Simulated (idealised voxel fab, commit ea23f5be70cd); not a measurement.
process module | voxel gate over fins
cross-section cut | 155 nm wide | cells 5 nm
A cross-section is a grid of square cells, given in bands from the top down. A band is one or more rows of cells.
Each band's line starts with the height of the band's top and of its bottom, in nm. Then come its materials from left to right, each with its width in nm. One material with "throughout" fills the band from edge to edge. "air" is empty space.
Height 0 is the level under which the wafer as received is all one material. The lowest band goes on downwards, as in "0 down".
A width such as "30 to 40" changes by the same amount from each row of cells to the next, from the band's top row to its bottom row.
"no change" after a step means that no cell of the cross-section changed.
closed voids: empty space of 8 cells or more with no open way to the top, each as width x height at its distance from the left edge, in nm
after a step's settings: what the simulator itself notes on the step
overlay nm, on a step with a mask: how far to the right of its planned place the mask lay; to the left if negative
plan
1 op RECEIVE | material Si
2 op CONFORMAL_DEP | material SiN | thk nm 10
3 op DIRECTIONAL_DEP | material aC | thk nm 15
4 op PATTERN | tone cover | mask id FINS | material resist | width nm 15 | pitch nm 50 | thk nm 35 | overlay nm 0
5 op DIRECTIONAL_ETCH | etch materials aC | depth nm 15
6 op STRIP | etch materials resist
7 op DIRECTIONAL_ETCH | etch materials SiN | depth nm 10
8 op DIRECTIONAL_ETCH | etch materials Si | depth nm 35
9 op STRIP | etch materials aC
10 op FILL_DEP | material SiO2 | thk nm 5
11 op CMP | height nm 10
12 op DIRECTIONAL_DEP | material aC | thk nm 10
13 op PATTERN | tone open | mask id RAIL | material resist | width nm 15 | thk nm 30 | overlay nm 0
14 op DIRECTIONAL_ETCH | etch materials aC | depth nm 5
15 op STRIP | etch materials resist
16 op DIRECTIONAL_ETCH | etch materials SiO2 | depth nm 40
17 op STRIP | etch materials aC
18 op CONFORMAL_DEP | material TiN | thk nm 5
19 op FILL_DEP | material W | thk nm 5
20 op CMP | height nm 10
21 op SELECTIVE_ETCH | etch materials W Ru TiN | depth nm 25
22 op FILL_DEP | material SiO2 | thk nm 5
23 op CMP | height nm 10
24 op SELECTIVE_ETCH | etch materials SiO2 | depth nm 20
25 op STRIP | etch materials SiN
26 op CONFORMAL_DEP | material HfO2 | thk nm 5
27 op CONFORMAL_DEP | material TiN | thk nm 5
28 op FILL_DEP | material W | thk nm 15
29 op CMP | height nm 20
30 op CONFORMAL_DEP | material SiN | thk nm 10
varied across the wafers: depth nm of step 14. The plan shows the first wafer's value. All wafers start alike
first wafer as received, after step 1
  0 down: Si throughout
  closed voids: none
first wafer at the end, after step 30
  30 to 20: SiN throughout
  20 to 10: W throughout
  10 to 5: W 10 | TiN 35 | W 15 | TiN 35 | W 15 | TiN 35 | W 10
  5 to 0: W 10 | TiN 5 | HfO2 25 | TiN 5 | W 15 | TiN 5 | HfO2 25 | TiN 5 | W 15 | TiN 5 | HfO2 25 | TiN 5 | W 10
  0 to -5: TiN 15 | HfO2 5 | Si 15 | HfO2 5 | TiN 25 | HfO2 5 | Si 15 | HfO2 5 | TiN 25 | HfO2 5 | Si 15 | HfO2 5 | TiN 15
  -5 to -10: HfO2 20 | Si 15 | HfO2 35 | Si 15 | HfO2 35 | Si 15 | HfO2 20
  -10 to -35: SiO2 20 | Si 15 | SiO2 35 | Si 15 | SiO2 35 | Si 15 | SiO2 20
  -35 down: Si throughout
  closed voids: none
last wafer at the end
  30 to 20: SiN throughout
  20 to 10: W throughout
  10 to 5: W 10 | TiN 35 | W 15 | TiN 35 | W 15 | TiN 35 | W 10
  5 to 0: W 10 | TiN 5 | HfO2 25 | TiN 5 | W 15 | TiN 5 | HfO2 25 | TiN 5 | W 15 | TiN 5 | HfO2 25 | TiN 5 | W 10
  0 to -5: TiN 15 | HfO2 5 | Si 15 | HfO2 5 | TiN 25 | HfO2 5 | Si 15 | HfO2 5 | TiN 25 | HfO2 5 | Si 15 | HfO2 5 | TiN 15
  -5 to -10: HfO2 20 | Si 15 | HfO2 35 | Si 15 | HfO2 35 | Si 15 | HfO2 20
  -10 to -15: SiO2 20 | Si 15 | SiO2 35 | Si 15 | SiO2 35 | Si 15 | SiO2 20
  -15 to -25: SiO2 20 | Si 15 | SiO2 10 | TiN 5 | W 5 | TiN 5 | SiO2 10 | Si 15 | SiO2 35 | Si 15 | SiO2 20
  -25 to -30: SiO2 20 | Si 15 | SiO2 10 | TiN 15 | SiO2 10 | Si 15 | SiO2 35 | Si 15 | SiO2 20
  -30 to -35: SiO2 20 | Si 15 | SiO2 35 | Si 15 | SiO2 35 | Si 15 | SiO2 20
  -35 down: Si throughout
  closed voids: none
each wafer at the end: cells of each material gained (+) or lost (-) since it was received, then its closed voids
depth nm 5 | +43 HfO2 | -154 Si | +62 SiN | +110 SiO2 | +43 TiN | +82 W | closed voids: none
depth nm 10 | +43 HfO2 | -154 Si | +62 SiN | +101 SiO2 | +50 TiN | +84 W | closed voids: none
depth nm 15 | +43 HfO2 | -154 Si | +62 SiN | +101 SiO2 | +50 TiN | +84 W | closed voids: none
depth nm 20 | +43 HfO2 | -154 Si | +62 SiN | +101 SiO2 | +50 TiN | +84 W | closed voids: none
depth nm 25 | +43 HfO2 | -154 Si | +62 SiN | +101 SiO2 | +50 TiN | +84 W | closed voids: none
